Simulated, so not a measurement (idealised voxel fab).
A process module follows: voxel wiring stack.
FYI the section here is cut, 290 nm wide, cells are 5 nm squares.
We lay out every cross-section as a grid of square cells and spell it out in bands from the top down, where one band means one or more rows of cells.
A band entry consists of two parts. The first gives the height of the band's top and the height of its bottom, in nm. The rest lists the band's materials from left to right, each with its width in nm. A single material labelled with the word "full width" fills the band from edge to edge, and the word "air" marks empty space.
A quick word on heights: they are counted from 0, and under that level the wafer as it came to us is one material throughout. The lowest band is different from the rest in having no bottom; it simply continues downward, written as in "0 nm and below".
A width given as "30->40" starts at the first number in the band's top row and ends at the second number in its bottom row, shifting by an equal amount at every step from row to row.
It should be understood that the words "no alterations made", when stated for a given step, signify that the cross-section underwent no change in any of its cells during that step.
The label "Enclosed void listing" introduces a list of the empty spaces, 8 cells or larger, that have no open way up to the top; each entry in it reads width x height at distance, where the distance is taken from the left edge and all three are stated in nm.
That trailing text on a step's line, after the settings, is the simulator's own remark on the step.
Each step line may optionally specify "overlay nm", which for a step with a mask gives the rightward distance between the mask's planned place and where it lay, a negative value indicating the leftward direction.
-- Planned step list for the process
| 1 | RECEIVE with material Si |
| 2 | CONFORMAL_DEP with material SiO2, thk nm 15 |
| 3 | DIRECTIONAL_DEP with material TiN, thk nm 5 |
| 4 | DIRECTIONAL_DEP with material Ru, thk nm 25 |
| 5 | DIRECTIONAL_DEP with material aC, thk nm 10 |
| 6 | PATTERN with tone cover, mask id METAL_1, material resist, width nm 25, pitch nm 40, thk nm 30, overlay nm 0 |
| 7 | DIRECTIONAL_ETCH with etch materials aC, depth nm 10 |
| 8 | STRIP with etch materials resist |
| 9 | DIRECTIONAL_ETCH with etch materials Ru, depth nm 25 |
| 10 | DIRECTIONAL_ETCH with etch materials TiN, depth nm 5 |
| 11 | STRIP with etch materials aC |
| 12 | FILL_DEP with material lowk, thk nm 10 |
| 13 | CMP with height nm 45 |
| 14 | CONFORMAL_DEP with material SiCN, thk nm 5 |
| 15 | DIRECTIONAL_DEP with material SiO2, thk nm 20 |
| 16 | PATTERN with tone open, mask id PLUG_1, material resist, width nm 15, pitch nm 40, thk nm 20, overlay nm 0 |
| 17 | DIRECTIONAL_ETCH with etch materials SiO2, depth nm 20 |
| 18 | DIRECTIONAL_ETCH with etch materials SiCN, depth nm 5 |
| 19 | STRIP with etch materials resist |
| 20 | EPI with material Ru, thk nm 10 |
| 21 | EPI with material Ru, thk nm 10 |
| 22 | EPI with material Ru, thk nm 5 |
| 23 | DIRECTIONAL_DEP with material TiN, thk nm 5 |
| 24 | DIRECTIONAL_DEP with material Ru, thk nm 20 |
| 25 | DIRECTIONAL_DEP with material aC, thk nm 15 |
| 26 | PATTERN with tone cover, mask id METAL_2, material resist, width nm 25, pitch nm 40, thk nm 30, overlay nm 0 |
| 27 | DIRECTIONAL_ETCH with etch materials aC, depth nm 15 |
| 28 | STRIP with etch materials resist |
| 29 | DIRECTIONAL_ETCH with etch materials Ru, depth nm 20 |
| 30 | DIRECTIONAL_ETCH with etch materials TiN, depth nm 5 |
| 31 | STRIP with etch materials aC |
| 32 | FILL_DEP with material lowk, thk nm 10 |
| 33 | CMP with height nm 95 |
| 34 | CONFORMAL_DEP with material SiCN, thk nm 5 |
| 35 | DIRECTIONAL_DEP with material SiO2, thk nm 30 |
| 36 | DIRECTIONAL_DEP with material aC, thk nm 10 |
| 37 | PATTERN with tone open, mask id METAL_3, material resist, width nm 25, pitch nm 40, thk nm 25, overlay nm 0 |
| 38 | DIRECTIONAL_ETCH with etch materials aC, depth nm 10 |
| 39 | STRIP with etch materials resist |
| 40 | DIRECTIONAL_ETCH with etch materials SiO2, depth nm 15 |
| 41 | STRIP with etch materials aC |
| 42 | PATTERN with tone open, mask id METAL_3_HOLES, material resist, width nm 15, thk nm 15, overlay nm 0 |
| 43 | DIRECTIONAL_ETCH with etch materials SiO2, depth nm 15 |
| 44 | DIRECTIONAL_ETCH with etch materials SiCN, depth nm 5 |
| 45 | STRIP with etch materials resist |
| 46 | CONFORMAL_DEP with material TiN, thk nm 5 |
| 47 | FILL_DEP with material Cu, thk nm 5 |
| 48 | CMP with height nm 130 |
| 49 | CONFORMAL_DEP with material SiCN, thk nm 5 |
| 50 | DIRECTIONAL_DEP with material SiO2, thk nm 25 |
| 51 | MASKED_ETCH with tone open, mask id METAL_4_HOLES, width nm 15, pitch nm 40, etch materials SiO2, depth nm 25, overlay nm 0 |
| 52 | PATTERN with tone open, mask id METAL_4, material resist, width nm 25, pitch nm 40, thk nm 20, overlay nm 0 |
| 53 | DIRECTIONAL_ETCH with etch materials SiO2, depth nm 15 |
| 54 | DIRECTIONAL_ETCH with etch materials SiCN, depth nm 5 |
| 55 | STRIP with etch materials resist |
| 56 | CONFORMAL_DEP with material TiN, thk nm 5 |
| 57 | FILL_DEP with material Cu, thk nm 5 |
| 58 | CMP with height nm 160 |
| 59 | CONFORMAL_DEP with material SiCN, thk nm 5 |
varied across the wafers: thk nm of step 23. The plan shows the first wafer's value. All wafers start alike
-- first wafer as received, after step 1
- 0 nm and below: Si full width
- Enclosed void listing: none
-- Wafer cross-section (first of several) - module end, post step 59 (last step)
- 165 nm to 160 nm: SiCN full width
- 160 nm to 150 nm: 110 nm SiO2 | 5 nm TiN | 15 nm Cu | 5 nm TiN | 15 nm SiO2 | 5 nm TiN | 15 nm Cu | 5 nm TiN | 115 nm SiO2
- 150 nm to 145 nm: 110 nm SiO2 | 5 nm TiN | 5 nm Cu | 15 nm TiN | 15 nm SiO2 | 5 nm TiN | 5 nm Cu | 15 nm TiN | 115 nm SiO2
- 145 nm to 135 nm: 110 nm SiO2 | 5 nm TiN | 5 nm Cu | 5 nm TiN | 25 nm SiO2 | 5 nm TiN | 5 nm Cu | 5 nm TiN | 125 nm SiO2
- 135 nm to 130 nm: 110 nm SiCN | 15 nm TiN | 25 nm SiCN | 15 nm TiN | 125 nm SiCN
- 130 nm to 120 nm: 110 nm SiO2 | 5 nm TiN | 15 nm Cu | 5 nm TiN | 15 nm SiO2 | 5 nm TiN | 15 nm Cu | 5 nm TiN | 115 nm SiO2
- 120 nm to 115 nm: 110 nm SiO2 | 5 nm TiN | 5 nm Cu | 15 nm TiN | 15 nm SiO2 | 25 nm TiN | 115 nm SiO2
- 115 nm to 100 nm: 110 nm SiO2 | 5 nm TiN | 5 nm Cu | 5 nm TiN | 165 nm SiO2
- 100 nm to 95 nm: 110 nm SiCN | 15 nm TiN | 165 nm SiCN
- 95 nm to 75 nm: 110 nm lowk | 25 nm Ru | 15 nm lowk | 25 nm Ru | 115 nm lowk
- 75 nm to 70 nm: 110 nm lowk | 25 nm TiN | 15 nm lowk | 25 nm TiN | 115 nm lowk
- 70 nm to 50 nm: 110 nm SiO2 | 15 nm Ru | 25 nm SiO2 | 15 nm Ru | 125 nm SiO2
- 50 nm to 45 nm: 110 nm SiCN | 15 nm Ru | 25 nm SiCN | 15 nm Ru | 125 nm SiCN
- 45 nm to 20 nm: 110 nm lowk | 25 nm Ru | 15 nm lowk | 25 nm Ru | 115 nm lowk
- 20 nm to 15 nm: 110 nm lowk | 25 nm TiN | 15 nm lowk | 25 nm TiN | 115 nm lowk
- 15 nm to 0 nm: SiO2 full width
- 0 nm and below: Si full width
- Enclosed void listing: none
-- Module end, final wafer: cross-section
- 165 nm to 160 nm: SiCN full width
- 160 nm to 150 nm: 110 nm SiO2 | 5 nm TiN | 15 nm Cu | 5 nm TiN | 15 nm SiO2 | 5 nm TiN | 15 nm Cu | 5 nm TiN | 115 nm SiO2
- 150 nm to 145 nm: 110 nm SiO2 | 5 nm TiN | 5 nm Cu | 15 nm TiN | 15 nm SiO2 | 5 nm TiN | 5 nm Cu | 15 nm TiN | 115 nm SiO2
- 145 nm to 135 nm: 110 nm SiO2 | 5 nm TiN | 5 nm Cu | 5 nm TiN | 25 nm SiO2 | 5 nm TiN | 5 nm Cu | 5 nm TiN | 125 nm SiO2
- 135 nm to 130 nm: 110 nm SiCN | 15 nm TiN | 25 nm SiCN | 15 nm TiN | 125 nm SiCN
- 130 nm to 120 nm: 110 nm SiO2 | 5 nm TiN | 15 nm Cu | 5 nm TiN | 15 nm SiO2 | 5 nm TiN | 15 nm Cu | 5 nm TiN | 115 nm SiO2
- 120 nm to 115 nm: 110 nm SiO2 | 5 nm TiN | 5 nm Cu | 15 nm TiN | 15 nm SiO2 | 25 nm TiN | 115 nm SiO2
- 115 nm to 100 nm: 110 nm SiO2 | 5 nm TiN | 5 nm Cu | 5 nm TiN | 165 nm SiO2
- 100 nm to 95 nm: 110 nm SiCN | 15 nm TiN | 165 nm SiCN
- 95 nm to 90 nm: 110 nm lowk | 25 nm Ru | 15 nm lowk | 25 nm Ru | 115 nm lowk
- 90 nm to 85 nm: 110 nm lowk | 25 nm TiN | 15 nm lowk | 25 nm TiN | 115 nm lowk
- 85 nm to 70 nm: TiN full width
- 70 nm to 50 nm: 110 nm SiO2 | 15 nm Ru | 25 nm SiO2 | 15 nm Ru | 125 nm SiO2
- 50 nm to 45 nm: 110 nm SiCN | 15 nm Ru | 25 nm SiCN | 15 nm Ru | 125 nm SiCN
- 45 nm to 20 nm: 110 nm lowk | 25 nm Ru | 15 nm lowk | 25 nm Ru | 115 nm lowk
- 20 nm to 15 nm: 110 nm lowk | 25 nm TiN | 15 nm lowk | 25 nm TiN | 115 nm lowk
- 15 nm to 0 nm: SiO2 full width
- 0 nm and below: Si full width
- Enclosed void listing: none
-- Below, a row for every wafer. Read it as the end-of-module picture: for each material the wafer shows its cells gained (+) or lost (-) since it was received, and then its closed voids
thk nm 5; +34 Cu; +120 Ru; +217 SiCN; +939 SiO2; +76 TiN; +528 lowk; Enclosed void listing: none
thk nm 10; +34 Cu; +110 Ru; +217 SiCN; +939 SiO2; +134 TiN; +480 lowk; Enclosed void listing: none
thk nm 15; +34 Cu; +100 Ru; +217 SiCN; +939 SiO2; +192 TiN; +432 lowk; Enclosed void listing: none
thk nm 20; +34 Cu; +90 Ru; +217 SiCN; +939 SiO2; +250 TiN; +384 lowk; Enclosed void listing: none
